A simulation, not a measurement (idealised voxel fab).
Process module in this document: voxel tone inversion
For reference, the cross-section in this document is cut, with width 295 nm and square cells of 5 nm.
When this document writes out a cross-section, it uses a grid of square cells and lists it as bands, beginning at the top and moving down, with a band standing for one or more rows of cells.
The band entry comprises the height of the band's top followed by the height of its bottom, expressed in nm, and subsequently the band's materials from left to right, each stated together with its width in nm. Where a single material is marked with the word "everywhere", that material fills the band from edge to edge. The word "blank" represents empty space.
A quick word on heights: they are counted from 0, and under that level the wafer as it came to us is one material throughout. The lowest band is different from the rest in having no bottom; it simply continues downward, written as in "from 0 down".
The notation "30..40" denotes a width that varies across the rows of cells in the band, beginning at the first number in the top row, finishing at the second number in the bottom row, and changing by an identical amount from each row to the next.
Where a step carries "everything unchanged", the cross-section came out of it unchanged, cell for cell.
You'll see "Sealed cavities" listing empty spaces that have no way open to the top, as long as they're 8 cells or more; the notation is width x height at distance, where the distance is from the left edge, and all of it is in nm.
Read whatever lies past the settings on a step's line as the simulator's own remark about the step.
overlay nm: where the mask lay relative to plan, measured to the right, on steps with a mask; negatives go left.

List of planned process steps
1,RECEIVE,material Si
2,CONFORMAL_DEP,material SiN,thk nm 10
3,DIRECTIONAL_DEP,material polySi,thk nm 15
4,PATTERN,tone cover,mask id POSTS,material resist,width nm 15,pitch nm 40,thk nm 25,overlay nm 0
5,DIRECTIONAL_ETCH,etch materials polySi,depth nm 15
6,STRIP,etch materials resist
7,FILL_DEP,material lowk,thk nm 5
8,CMP,height nm 25
9,STRIP,etch materials polySi
10,CONFORMAL_DEP,material TiN,thk nm 5
11,FILL_DEP,material Ru,thk nm 5
12,CMP,height nm 25
13,CONFORMAL_DEP,material SiN,thk nm 5

First of two wafers, with the run carried out as planned

Step 1 complete: cross-section of the wafer as received
	from 0 down  Si everywhere
	Sealed cavities: none

Cross-section of the wafer subsequent to step 2
	from 10 to 0  SiN everywhere
	At heights below 0, the structure remains unaltered.

Cross-section of the wafer subsequent to step 3
	from 25 to 10  polySi everywhere
	At heights below 10, the structure remains unaltered.

Cross-section of the wafer subsequent to step 4
	from 50 to 25  120 of blank | 15 of resist | 25 of blank | 15 of resist | 120 of blank
	At heights below 25, the structure remains unaltered.

Cross-section of the wafer subsequent to step 5
	from 50 to 25  120 of blank | 15 of resist | 25 of blank | 15 of resist | 120 of blank
	from 25 to 10  120 of blank | 15 of polySi | 25 of blank | 15 of polySi | 120 of blank
	At heights below 10, the structure remains unaltered.

Cross-section of the wafer subsequent to step 6
	from 25 to 10  120 of blank | 15 of polySi | 25 of blank | 15 of polySi | 120 of blank
	At heights below 10, the structure remains unaltered.

Cross-section of the wafer subsequent to step 7
	from 30 to 25  lowk everywhere
	from 25 to 10  120 of lowk | 15 of polySi | 25 of lowk | 15 of polySi | 120 of lowk
	At heights below 10, the structure remains unaltered.

Cross-section of the wafer subsequent to step 8
	from 25 to 10  120 of lowk | 15 of polySi | 25 of lowk | 15 of polySi | 120 of lowk
	At heights below 10, the structure remains unaltered.

Cross-section of the wafer subsequent to step 9
	from 25 to 10  120 of lowk | 15 of blank | 25 of lowk | 15 of blank | 120 of lowk
	At heights below 10, the structure remains unaltered.

Cross-section of the wafer subsequent to step 10
	from 30 to 25  125 of TiN | 5 of blank | 35 of TiN | 5 of blank | 125 of TiN
	from 25 to 15  120 of lowk | 5 of TiN | 5 of blank | 5 of TiN | 25 of lowk | 5 of TiN | 5 of blank | 5 of TiN | 120 of lowk
	from 15 to 10  120 of lowk | 15 of TiN | 25 of lowk | 15 of TiN | 120 of lowk
	At heights below 10, the structure remains unaltered.

Cross-section of the wafer subsequent to step 11
	from 35 to 30  Ru everywhere
	from 30 to 25  125 of TiN | 5 of Ru | 35 of TiN | 5 of Ru | 125 of TiN
	from 25 to 15  120 of lowk | 5 of TiN | 5 of Ru | 5 of TiN | 25 of lowk | 5 of TiN | 5 of Ru | 5 of TiN | 120 of lowk
	At heights below 15, the structure remains unaltered.

Cross-section of the wafer subsequent to step 12
	from 25 to 15  120 of lowk | 5 of TiN | 5 of Ru | 5 of TiN | 25 of lowk | 5 of TiN | 5 of Ru | 5 of TiN | 120 of lowk
	At heights below 15, the structure remains unaltered.

Cross-section of the wafer subsequent to step 13
	from 30 to 25  SiN everywhere
	At heights below 25, the structure remains unaltered.

Wafer two of two - same starting point, same process plan, one mistake in execution; matches wafer one up to and including step 3

What the second wafer looks like in cross-section when step 4 should have wrapped up
	from 50 to 25  120 of resist | 15 of blank | 25 of resist | 15 of blank | 120 of resist
	At heights below 25, the structure remains unaltered.

What the second wafer looks like in cross-section when step 5 should have wrapped up
	from 50 to 25  120 of resist | 15 of blank | 25 of resist | 15 of blank | 120 of resist
	from 25 to 10  120 of polySi | 15 of blank | 25 of polySi | 15 of blank | 120 of polySi
	At heights below 10, the structure remains unaltered.

What the second wafer looks like in cross-section when step 6 should have wrapped up
	from 25 to 10  120 of polySi | 15 of blank | 25 of polySi | 15 of blank | 120 of polySi
	At heights below 10, the structure remains unaltered.

What the second wafer looks like in cross-section when step 7 should have wrapped up
	from 30 to 25  lowk everywhere
	from 25 to 10  120 of polySi | 15 of lowk | 25 of polySi | 15 of lowk | 120 of polySi
	At heights below 10, the structure remains unaltered.

What the second wafer looks like in cross-section when step 8 should have wrapped up
	from 25 to 10  120 of polySi | 15 of lowk | 25 of polySi | 15 of lowk | 120 of polySi
	At heights below 10, the structure remains unaltered.

What the second wafer looks like in cross-section when step 9 should have wrapped up
	from 25 to 10  120 of blank | 15 of lowk | 25 of blank | 15 of lowk | 120 of blank
	At heights below 10, the structure remains unaltered.

What the second wafer looks like in cross-section when step 10 should have wrapped up
	from 30 to 25  115 of blank | 25 of TiN | 15 of blank | 25 of TiN | 115 of blank
	from 25 to 15  115 of blank | 5 of TiN | 15 of lowk | 5 of TiN | 15 of blank | 5 of TiN | 15 of lowk | 5 of TiN | 115 of blank
	from 15 to 10  120 of TiN | 15 of lowk | 25 of TiN | 15 of lowk | 120 of TiN
	At heights below 10, the structure remains unaltered.

What the second wafer looks like in cross-section when step 11 should have wrapped up
	from 35 to 30  Ru everywhere
	from 30 to 25  115 of Ru | 25 of TiN | 15 of Ru | 25 of TiN | 115 of Ru
	from 25 to 15  115 of Ru | 5 of TiN | 15 of lowk | 5 of TiN | 15 of Ru | 5 of TiN | 15 of lowk | 5 of TiN | 115 of Ru
	At heights below 15, the structure remains unaltered.

What the second wafer looks like in cross-section when step 12 should have wrapped up
	from 25 to 15  115 of Ru | 5 of TiN | 15 of lowk | 5 of TiN | 15 of Ru | 5 of TiN | 15 of lowk | 5 of TiN | 115 of Ru
	At heights below 15, the structure remains unaltered.

What the second wafer looks like in cross-section when step 13 should have wrapped up
	from 30 to 25  SiN everywhere
	At heights below 25, the structure remains unaltered.
Nonconformance to the process plan: planned and actual differ for step 4; actual: PATTERN,tone open,mask id POSTS,material resist,width nm 15,pitch nm 40,thk nm 25,overlay nm 0
at the end the second wafer has, in cells: 94 more of Ru; 47 more of TiN; 141 fewer of lowk
